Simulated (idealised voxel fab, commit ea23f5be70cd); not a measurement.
process module | voxel plated lines
cross-section cut | 290 nm wide | cells 5 nm
A cross-section is a grid of square cells, given in bands from the top down. A band is one or more rows of cells.
Each band's line starts with the height of the band's top and of its bottom, in nm. Then come its materials from left to right, each with its width in nm. One material with "throughout" fills the band from edge to edge. "air" is empty space.
Height 0 is the level under which the wafer as received is all one material. The lowest band goes on downwards, as in "0 down".
A width such as "30 to 40" changes by the same amount from each row of cells to the next, from the band's top row to its bottom row.
"no change" after a step means that no cell of the cross-section changed.
closed voids: empty space of 8 cells or more with no open way to the top, each as width x height at its distance from the left edge, in nm
after a step's settings: what the simulator itself notes on the step
overlay nm, on a step with a mask: how far to the right of its planned place the mask lay; to the left if negative
plan
1 op RECEIVE | material Si
2 op CONFORMAL_DEP | material Al2O3 | thk nm 5
3 op DIRECTIONAL_DEP | material TiN | thk nm 5
4 op PATTERN | tone open | mask id LINES | material resist | width nm 20 | pitch nm 55 | thk nm 35 | overlay nm 0
5 op EPI | material Ru | thk nm 10
6 op EPI | material Ru | thk nm 5
7 op EPI | material Ru | thk nm 10
8 op STRIP | etch materials resist
9 op DIRECTIONAL_ETCH | etch materials TiN | depth nm 5
10 op CONFORMAL_DEP | material SiCN | thk nm 10
varied across the wafers: width nm of step 4. The plan shows the first wafer's value. All wafers start alike
first wafer as received, after step 1
  0 down: Si throughout
  closed voids: none
first wafer at the end, after step 10
  45 to 35: air 40 | SiCN 40 | air 15 | SiCN 40 | air 15 | SiCN 40 | air 15 | SiCN 40 | air 45
  35 to 15: air 40 | SiCN 10 | Ru 20 | SiCN 10 | air 15 | SiCN 10 | Ru 20 | SiCN 10 | air 15 | SiCN 10 | Ru 20 | SiCN 10 | air 15 | SiCN 10 | Ru 20 | SiCN 10 | air 45
  15 to 10: SiCN 50 | Ru 20 | SiCN 35 | Ru 20 | SiCN 35 | Ru 20 | SiCN 35 | Ru 20 | SiCN 55
  10 to 5: SiCN 50 | TiN 20 | SiCN 35 | TiN 20 | SiCN 35 | TiN 20 | SiCN 35 | TiN 20 | SiCN 55
  5 to 0: Al2O3 throughout
  0 down: Si throughout
  closed voids: none
last wafer at the end
  45 to 35: air 30 | SiCN 225 | air 35
  35 to 15: air 30 | SiCN 10 | Ru 40 | SiCN 15 | Ru 40 | SiCN 15 | Ru 40 | SiCN 15 | Ru 40 | SiCN 10 | air 35
  15 to 10: SiCN 40 | Ru 40 | SiCN 15 | Ru 40 | SiCN 15 | Ru 40 | SiCN 15 | Ru 40 | SiCN 45
  10 to 5: SiCN 40 | TiN 40 | SiCN 15 | TiN 40 | SiCN 15 | TiN 40 | SiCN 15 | TiN 40 | SiCN 45
  5 to 0: Al2O3 throughout
  0 down: Si throughout
  closed voids: none
each wafer at the end: cells of each material gained (+) or lost (-) since it was received, then its closed voids
width nm 20 | +58 Al2O3 | +80 Ru | +212 SiCN | +16 TiN | closed voids: none
width nm 25 | +58 Al2O3 | +100 Ru | +212 SiCN | +20 TiN | closed voids: none
width nm 30 | +58 Al2O3 | +120 Ru | +212 SiCN | +24 TiN | closed voids: none
width nm 35 | +58 Al2O3 | +140 Ru | +212 SiCN | +28 TiN | closed voids: none
width nm 40 | +58 Al2O3 | +160 Ru | +194 SiCN | +32 TiN | closed voids: none
